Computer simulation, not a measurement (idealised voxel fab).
process module | voxel capacitor over wiring
cross-section cut | 240 nm wide | cells 5 nm
A cross-section is a grid of square cells, given in bands from the top down. A band is one or more rows of cells.
Each band's line starts with the height of the band's top and of its bottom, in nm. Then come its materials from left to right, each with its width in nm. One material with "throughout" fills the band from edge to edge. "air" is empty space.
Height 0 is the level under which the wafer as received is all one material. The lowest band goes on downwards, as in "0 down".
A width such as "30 to 40" changes by the same amount from each row of cells to the next, from the band's top row to its bottom row.
"no change" after a step means that no cell of the cross-section changed.
closed voids: empty space of 8 cells or more with no open way to the top, each as width x height at its distance from the left edge, in nm
after a step's settings: what the simulator itself notes on the step
overlay nm, on a step with a mask: how far to the right of its planned place the mask lay; to the left if negative
plan
1 op RECEIVE | material Si
2 op CONFORMAL_DEP | material SiO2 | thk nm 15
3 op DIRECTIONAL_DEP | material TiN | thk nm 5
4 op DIRECTIONAL_DEP | material W | thk nm 25
5 op MASKED_ETCH | tone cover | mask id METAL_1 | width nm 20 | pitch nm 80 | etch materials W | depth nm 25 | overlay nm 0
6 op MASKED_ETCH | tone cover | mask id METAL_1 | width nm 20 | pitch nm 80 | etch materials TiN | depth nm 5 | overlay nm 0
7 op CONFORMAL_DEP | material SiN | thk nm 5
8 op FILL_DEP | material lowk | thk nm 10
9 op CMP | height nm 45
10 op CONFORMAL_DEP | material SiCN | thk nm 5
11 op DIRECTIONAL_DEP | material SiO2 | thk nm 10
12 op MASKED_ETCH | tone open | mask id PLUG_1 | width nm 15 | etch materials SiO2 | depth nm 10 | overlay nm 0
13 op MASKED_ETCH | tone open | mask id PLUG_1 | width nm 15 | etch materials SiCN | depth nm 5 | overlay nm 0
14 op EPI | material Ru | thk nm 10
15 op EPI | material Ru | thk nm 5
16 op DIRECTIONAL_DEP | material TiN | thk nm 5
17 op DIRECTIONAL_DEP | material Al2O3 | thk nm 5
18 op DIRECTIONAL_DEP | material TiN | thk nm 10
19 op PATTERN | tone cover | mask id UPPER_PLATE | material resist | width nm 65 | thk nm 20 | overlay nm 0
20 op DIRECTIONAL_ETCH | etch materials TiN | depth nm 10
21 op DIRECTIONAL_ETCH | etch materials Al2O3 | depth nm 5
22 op STRIP | etch materials resist
23 op PATTERN | tone cover | mask id LOWER_PLATE | material resist | width nm 75 | thk nm 15 | overlay nm 0
24 op DIRECTIONAL_ETCH | etch materials TiN | depth nm 5
25 op STRIP | etch materials resist
26 op FILL_DEP | material SiO2 | thk nm 15
27 op CMP | height nm 90
28 op PATTERN | tone open | mask id PLUG_2 | material resist | width nm 15 | thk nm 20 | overlay nm 0
29 op DIRECTIONAL_ETCH | etch materials SiO2 | depth nm 10
30 op STRIP | etch materials resist
31 op CONFORMAL_DEP | material TiN | thk nm 5
32 op FILL_DEP | material Cu | thk nm 10
33 op CMP | height nm 90
34 op CONFORMAL_DEP | material SiN | thk nm 5
first wafer, as planned
as received, after step 1
  0 down: Si throughout
  closed voids: none
after step 2
  15 to 0: SiO2 throughout
  below 0: unchanged
after step 3
  20 to 15: TiN throughout
  below 15: unchanged
after step 4
  45 to 20: W throughout
  below 20: unchanged
after step 5
  45 to 20: air 70 | W 20 | air 60 | W 20 | air 70
  below 20: unchanged
after step 6
  45 to 20: air 70 | W 20 | air 60 | W 20 | air 70
  20 to 15: air 70 | TiN 20 | air 60 | TiN 20 | air 70
  below 15: unchanged
after step 7
  50 to 45: air 65 | SiN 30 | air 50 | SiN 30 | air 65
  45 to 20: air 65 | SiN 5 | W 20 | SiN 5 | air 50 | SiN 5 | W 20 | SiN 5 | air 65
  20 to 15: SiN 70 | TiN 20 | SiN 60 | TiN 20 | SiN 70
  below 15: unchanged
after step 8
  60 to 50: lowk throughout
  50 to 45: lowk 65 | SiN 30 | lowk 50 | SiN 30 | lowk 65
  45 to 20: lowk 65 | SiN 5 | W 20 | SiN 5 | lowk 50 | SiN 5 | W 20 | SiN 5 | lowk 65
  below 20: unchanged
after step 9
  45 to 20: lowk 65 | SiN 5 | W 20 | SiN 5 | lowk 50 | SiN 5 | W 20 | SiN 5 | lowk 65
  below 20: unchanged
after step 10
  50 to 45: SiCN throughout
  below 45: unchanged
after step 11
  60 to 50: SiO2 throughout
  below 50: unchanged
after step 12
  60 to 50: SiO2 75 | air 15 | SiO2 150
  below 50: unchanged
after step 13
  60 to 50: SiO2 75 | air 15 | SiO2 150
  50 to 45: SiCN 75 | air 15 | SiCN 150
  below 45: unchanged
after step 14
  60 to 55: SiO2 75 | air 15 | SiO2 150
  55 to 50: SiO2 75 | Ru 15 | SiO2 150
  50 to 45: SiCN 75 | Ru 15 | SiCN 150
  below 45: unchanged
after step 15
  60 to 50: SiO2 75 | Ru 15 | SiO2 150
  below 50: unchanged
after step 16
  65 to 60: TiN throughout
  below 60: unchanged
after step 17
  70 to 65: Al2O3 throughout
  below 65: unchanged
after step 18
  80 to 70: TiN throughout
  below 70: unchanged
after step 19
  100 to 80: air 75 | resist 65 | air 100
  below 80: unchanged
after step 20
  100 to 80: air 75 | resist 65 | air 100
  80 to 70: air 75 | TiN 65 | air 100
  below 70: unchanged
after step 21
  100 to 80: air 75 | resist 65 | air 100
  80 to 70: air 75 | TiN 65 | air 100
  70 to 65: air 75 | Al2O3 65 | air 100
  below 65: unchanged
after step 22
  80 to 70: air 75 | TiN 65 | air 100
  below 70: unchanged
after step 23
  95 to 80: air 70 | resist 75 | air 95
  80 to 70: air 70 | resist 5 | TiN 65 | resist 5 | air 95
  70 to 65: air 70 | resist 5 | Al2O3 65 | resist 5 | air 95
  below 65: unchanged
after step 24
  95 to 80: air 70 | resist 75 | air 95
  80 to 70: air 70 | resist 5 | TiN 65 | resist 5 | air 95
  70 to 65: air 70 | resist 5 | Al2O3 65 | resist 5 | air 95
  65 to 60: air 70 | TiN 75 | air 95
  below 60: unchanged
after step 25
  80 to 70: air 75 | TiN 65 | air 100
  70 to 65: air 75 | Al2O3 65 | air 100
  below 65: unchanged
after step 26
  95 to 80: SiO2 throughout
  80 to 70: SiO2 75 | TiN 65 | SiO2 100
  70 to 65: SiO2 75 | Al2O3 65 | SiO2 100
  65 to 60: SiO2 70 | TiN 75 | SiO2 95
  below 60: unchanged
after step 27
  90 to 80: SiO2 throughout
  below 80: unchanged
after step 28
  110 to 90: resist 85 | air 15 | resist 140
  below 90: unchanged
after step 29
  110 to 90: resist 85 | air 15 | resist 140
  90 to 80: SiO2 85 | air 15 | SiO2 140
  below 80: unchanged
after step 30
  90 to 80: SiO2 85 | air 15 | SiO2 140
  below 80: unchanged
after step 31
  95 to 90: TiN 90 | air 5 | TiN 145
  90 to 85: SiO2 85 | TiN 5 | air 5 | TiN 5 | SiO2 140
  85 to 80: SiO2 85 | TiN 15 | SiO2 140
  below 80: unchanged
after step 32
  105 to 95: Cu throughout
  95 to 90: TiN 90 | Cu 5 | TiN 145
  90 to 85: SiO2 85 | TiN 5 | Cu 5 | TiN 5 | SiO2 140
  below 85: unchanged
after step 33
  90 to 85: SiO2 85 | TiN 5 | Cu 5 | TiN 5 | SiO2 140
  below 85: unchanged
after step 34
  95 to 90: SiN throughout
  below 90: unchanged
second wafer: like start, like plan, one mistake. Through step 13 it matches the first wafer
when step 14 should have ended
  65 to 60: air 70 | Ru 25 | air 145
  60 to 50: SiO2 75 | Ru 15 | SiO2 150
  50 to 45: SiCN 75 | Ru 15 | SiCN 150
  below 45: unchanged
when step 15 should have ended
  70 to 60: air 65 | Ru 35 | air 140
  below 60: unchanged
when step 16 should have ended
  75 to 70: air 65 | TiN 35 | air 140
  70 to 65: air 65 | Ru 35 | air 140
  65 to 60: TiN 65 | Ru 35 | TiN 140
  below 60: unchanged
when step 17 should have ended
  80 to 75: air 65 | Al2O3 35 | air 140
  75 to 70: air 65 | TiN 35 | air 140
  70 to 65: Al2O3 65 | Ru 35 | Al2O3 140
  below 65: unchanged
when step 18 should have ended
  90 to 80: air 65 | TiN 35 | air 140
  80 to 75: TiN 65 | Al2O3 35 | TiN 140
  75 to 70: TiN throughout
  below 70: unchanged
when step 19 should have ended
  110 to 90: air 75 | resist 65 | air 100
  90 to 80: air 65 | TiN 35 | resist 40 | air 100
  below 80: unchanged
when step 20 should have ended
  110 to 90: air 75 | resist 65 | air 100
  90 to 80: air 75 | TiN 25 | resist 40 | air 100
  80 to 75: air 65 | Al2O3 35 | TiN 40 | air 100
  75 to 70: air 65 | TiN 75 | air 100
  below 70: unchanged
when step 21 should have ended
  110 to 90: air 75 | resist 65 | air 100
  90 to 80: air 75 | TiN 25 | resist 40 | air 100
  80 to 75: air 75 | Al2O3 25 | TiN 40 | air 100
  75 to 70: air 65 | TiN 75 | air 100
  70 to 65: air 65 | Ru 35 | Al2O3 40 | air 100
  below 65: unchanged
when step 22 should have ended
  90 to 80: air 75 | TiN 25 | air 140
  below 80: unchanged
when step 23 should have ended
  105 to 90: air 70 | resist 75 | air 95
  90 to 80: air 70 | resist 5 | TiN 25 | resist 45 | air 95
  80 to 75: air 70 | resist 5 | Al2O3 25 | TiN 40 | resist 5 | air 95
  75 to 70: air 65 | TiN 75 | resist 5 | air 95
  70 to 65: air 65 | Ru 35 | Al2O3 40 | resist 5 | air 95
  below 65: unchanged
when step 24 should have ended
  105 to 90: air 70 | resist 75 | air 95
  90 to 80: air 70 | resist 5 | TiN 25 | resist 45 | air 95
  80 to 75: air 70 | resist 5 | Al2O3 25 | TiN 40 | resist 5 | air 95
  75 to 70: air 70 | TiN 70 | resist 5 | air 95
  70 to 65: air 65 | Ru 35 | Al2O3 40 | resist 5 | air 95
  65 to 60: air 65 | Ru 35 | TiN 45 | air 95
  below 60: unchanged
when step 25 should have ended
  90 to 80: air 75 | TiN 25 | air 140
  80 to 75: air 75 | Al2O3 25 | TiN 40 | air 100
  75 to 70: air 70 | TiN 70 | air 100
  70 to 65: air 65 | Ru 35 | Al2O3 40 | air 100
  below 65: unchanged
when step 26 should have ended
  105 to 90: SiO2 throughout
  90 to 80: SiO2 75 | TiN 25 | SiO2 140
  80 to 75: SiO2 75 | Al2O3 25 | TiN 40 | SiO2 100
  75 to 70: SiO2 70 | TiN 70 | SiO2 100
  70 to 65: SiO2 65 | Ru 35 | Al2O3 40 | SiO2 100
  65 to 60: SiO2 65 | Ru 35 | TiN 45 | SiO2 95
  below 60: unchanged
when step 27 should have ended
  90 to 80: SiO2 75 | TiN 25 | SiO2 140
  below 80: unchanged
when step 28 should have ended
  110 to 90: resist 85 | air 15 | resist 140
  below 90: unchanged
when step 29 should have ended: no change
when step 30 should have ended
  90 to 80: SiO2 75 | TiN 25 | SiO2 140
  below 80: unchanged
when step 31 should have ended
  95 to 90: TiN throughout
  below 90: unchanged
when step 32 should have ended
  105 to 95: Cu throughout
  below 95: unchanged
when step 33 should have ended
  90 to 80: SiO2 75 | TiN 25 | SiO2 140
  below 80: unchanged
when step 34 should have ended
  95 to 90: SiN throughout
  below 90: unchanged
what went wrong: step 14 was run twice
at the end the second wafer has, in cells: 1 fewer of Cu | 14 more of Ru | 8 fewer of SiO2 | 5 fewer of TiN
